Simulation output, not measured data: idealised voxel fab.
Process module heading - voxel released beams
Cross-section cut: width 225 nm, square cells of 5 nm.
Think of the cross-section as a grid of square cells. We describe it in bands, top to bottom, and each band covers one or more rows of those cells. Quick guide to a band line: top height, bottom height (nm) up front; then every material left to right with its width in nm. Only one material and it's marked "edge to edge"? Then it fills the band edge to edge. And "blank" just means empty space. Counting heights begins at 0, where everything beneath is, in the wafer as received, one material. The lowest band has no bottom; it goes on downwards, as "from 0 down" shows. It should be noted that a width expressed as "30..40" varies in equal increments from row to row of cells within the band, taking the value of the first number at the top row and that of the second number at the bottom row. "left unchanged" means the step left every cell of the cross-section as it was. Catalogued sealed voids: empty space of 8 cells or more with no open way to the top, each as width x height at its distance from the left edge, in nm. It should be noted that, on the line of a given step, the content following the step's settings is a remark produced by the simulator itself with respect to that step. overlay nm: how far to the right of its planned place the mask lay on this masked step (negative: to the left).

# The following list gives the planned process steps
1 op RECEIVE | material Si
2 op CONFORMAL_DEP | material SiN | thk nm 5
3 op DIRECTIONAL_DEP | material SiO2 | thk nm 10
4 op DIRECTIONAL_DEP | material aC | thk nm 15
5 op PATTERN | tone open | mask id ANCHOR | material resist | width nm 45 | thk nm 35 | overlay nm 0
6 op DIRECTIONAL_ETCH | etch materials aC | depth nm 15
7 op STRIP | etch materials resist
8 op DIRECTIONAL_ETCH | etch materials SiO2 | depth nm 10
9 op STRIP | etch materials aC
10 op CONFORMAL_DEP | material TiN | thk nm 15
11 op PATTERN | tone cover | mask id BEAM | material resist | width nm 90 | thk nm 20 | overlay nm 0
12 op DIRECTIONAL_ETCH | etch materials TiN | depth nm 15
13 op STRIP | etch materials resist
14 op STRIP | etch materials SiO2

# Wafer as received: cross-section following step 1
from 0 down: Si edge to edge
Catalogued sealed voids: none

# Looking at the first of two wafers in cross-section at end of module - ran to plan
from 30 to 20: blank 65 | TiN 20 | blank 15 | TiN 55 | blank 70
from 20 to 15: blank 65 | TiN 90 | blank 70
from 15 to 5: blank 70 | TiN 45 | blank 110
from 5 to 0: SiN edge to edge
from 0 down: Si edge to edge
Catalogued sealed voids: none

# Wafer two cross-section, module end. Start and plan unchanged from wafer one; one mistake made during the run
from 20 to 10: blank 65..70 | TiN 10..5 | blank 35 | TiN 45..5 | blank 70..110
from 10 to 5: blank 70 | TiN 45 | blank 110
from 5 to 0: SiN edge to edge
from 0 down: Si edge to edge
Catalogued sealed voids: none
In executing the process, a mistake was made relative to the plan: step 10 was processed under conditions differing from the plan, specifically as op CONFORMAL_DEP | material TiN | thk nm 5
Materials where the second wafer ends with more or fewer cells than the first: TiN -44
